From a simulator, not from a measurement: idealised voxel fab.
process module | voxel self aligned vias
cross-section cut | 200 nm wide | cells 5 nm
A cross-section is a grid of square cells, given in bands from the top down. A band is one or more rows of cells.
Each band's line starts with the height of the band's top and of its bottom, in nm. Then come its materials from left to right, each with its width in nm. One material with "throughout" fills the band from edge to edge. "air" is empty space.
Height 0 is the level under which the wafer as received is all one material. The lowest band goes on downwards, as in "0 down".
A width such as "30 to 40" changes by the same amount from each row of cells to the next, from the band's top row to its bottom row.
"no change" after a step means that no cell of the cross-section changed.
closed voids: empty space of 8 cells or more with no open way to the top, each as width x height at its distance from the left edge, in nm
after a step's settings: what the simulator itself notes on the step
overlay nm, on a step with a mask: how far to the right of its planned place the mask lay; to the left if negative
plan
1 op RECEIVE | material Si
2 op CONFORMAL_DEP | material SiO2 | thk nm 15
3 op CONFORMAL_DEP | material SiCN | thk nm 5
4 op DIRECTIONAL_DEP | material SiO2 | thk nm 20
5 op DIRECTIONAL_DEP | material aC | thk nm 10
6 op PATTERN | tone open | mask id LINES | material resist | width nm 20 | pitch nm 65 | thk nm 25 | overlay nm -15
7 op DIRECTIONAL_ETCH | etch materials aC | depth nm 10
8 op STRIP | etch materials resist
9 op DIRECTIONAL_ETCH | etch materials SiO2 | depth nm 20
10 op STRIP | etch materials aC
11 op CONFORMAL_DEP | material TiN | thk nm 5
12 op FILL_DEP | material Ru | thk nm 5
13 op CMP | height nm 40
14 op SELECTIVE_ETCH | etch materials W Ru TiN | depth nm 10
15 op FILL_DEP | material SiN | thk nm 5
16 op CMP | height nm 40
17 op DIRECTIONAL_DEP | material SiO2 | thk nm 20
18 op PATTERN | tone open | mask id VIAS | material resist | width nm 40 | pitch nm 65 | thk nm 20 | overlay nm 0
19 op DIRECTIONAL_ETCH | etch materials SiO2 | depth nm 20
20 op DIRECTIONAL_ETCH | etch materials SiN | depth nm 10
21 op STRIP | etch materials resist
22 op CONFORMAL_DEP | material TiN | thk nm 5
23 op FILL_DEP | material W | thk nm 10
24 op CMP | height nm 60
25 op CONFORMAL_DEP | material SiN | thk nm 5
varied across the wafers: overlay nm of step 6. The plan shows the first wafer's value. All wafers start alike
first wafer as received, after step 1
  0 down: Si throughout
  closed voids: none
each wafer at the end: cells of each material gained (+) or lost (-) since it was received, then its closed voids
overlay nm -15 | +4 Ru | +40 SiCN | +44 SiN | +344 SiO2 | +48 TiN | +40 W | closed voids: none
overlay nm -10 | +4 Ru | +40 SiCN | +40 SiN | +344 SiO2 | +48 TiN | +44 W | closed voids: none
overlay nm -5 | +4 Ru | +40 SiCN | +40 SiN | +344 SiO2 | +48 TiN | +44 W | closed voids: none
overlay nm 0 | +4 Ru | +40 SiCN | +40 SiN | +344 SiO2 | +48 TiN | +44 W | closed voids: none
overlay nm 5 | +4 Ru | +40 SiCN | +40 SiN | +344 SiO2 | +48 TiN | +44 W | closed voids: none
overlay nm 10 | +4 Ru | +40 SiCN | +40 SiN | +344 SiO2 | +48 TiN | +44 W | closed voids: none
overlay nm 15 | +4 Ru | +40 SiCN | +44 SiN | +344 SiO2 | +48 TiN | +40 W | closed voids: none
